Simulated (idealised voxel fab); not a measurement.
process module | voxel gate over fins
cross-section cut | 265 nm wide | cells 5 nm
A cross-section is a grid of square cells, given in bands from the top down. A band is one or more rows of cells.
Each band's line starts with the height of the band's top and of its bottom, in nm. Then come its materials from left to right, each with its width in nm. One material with "throughout" fills the band from edge to edge. "air" is empty space.
Height 0 is the level under which the wafer as received is all one material. The lowest band goes on downwards, as in "0 down".
A width such as "30 to 40" changes by the same amount from each row of cells to the next, from the band's top row to its bottom row.
"no change" after a step means that no cell of the cross-section changed.
closed voids: empty space of 8 cells or more with no open way to the top, each as width x height at its distance from the left edge, in nm
after a step's settings: what the simulator itself notes on the step
overlay nm, on a step with a mask: how far to the right of its planned place the mask lay; to the left if negative
plan
1 op RECEIVE | material Si
2 op CONFORMAL_DEP | material SiN | thk nm 10
3 op MASKED_ETCH | tone cover | mask id FINS | width nm 15 | pitch nm 40 | etch materials SiN | depth nm 10 | overlay nm 0
4 op MASKED_ETCH | tone cover | mask id FINS | width nm 15 | pitch nm 40 | etch materials Si | depth nm 35 | overlay nm 0
5 op FILL_DEP | material SiO2 | thk nm 5
6 op CMP | height nm 10
7 op SELECTIVE_ETCH | etch materials SiO2 | depth nm 20
8 op STRIP | etch materials SiN
9 op CONFORMAL_DEP | material HfO2 | thk nm 5
10 op CONFORMAL_DEP | material TiN | thk nm 5
11 op FILL_DEP | material W | thk nm 10
12 op CMP | height nm 15
13 op CONFORMAL_DEP | material SiCN | thk nm 5
as received, after step 1
  0 down: Si throughout
  closed voids: none
a wafer at the end: this start, this plan, one mistake
  20 to 15: SiCN throughout
  15 to 10: W throughout
  10 to 5: W 55 | TiN 35 | W 5 | TiN 35 | W 5 | TiN 35 | W 5 | TiN 35 | W 55
  5 to 0: W 55 | TiN 5 | HfO2 25 | TiN 5 | W 5 | TiN 5 | HfO2 25 | TiN 5 | W 5 | TiN 5 | HfO2 25 | TiN 5 | W 5 | TiN 5 | HfO2 25 | TiN 5 | W 55
  0 to -5: TiN 60 | HfO2 5 | Si 15 | HfO2 5 | TiN 15 | HfO2 5 | Si 15 | HfO2 5 | TiN 15 | HfO2 5 | Si 15 | HfO2 5 | TiN 15 | HfO2 5 | Si 15 | HfO2 5 | TiN 60
  -5 to -10: HfO2 65 | Si 15 | HfO2 25 | Si 15 | HfO2 25 | Si 15 | HfO2 25 | Si 15 | HfO2 65
  -10 to -45: SiO2 65 | Si 15 | SiO2 25 | Si 15 | SiO2 25 | Si 15 | SiO2 25 | Si 15 | SiO2 65
  -45 down: Si throughout
  closed voids: none
what went wrong: step 4 ran as: op MASKED_ETCH | tone cover | mask id FINS | width nm 15 | pitch nm 40 | etch materials Si | depth nm 45 | overlay nm 0
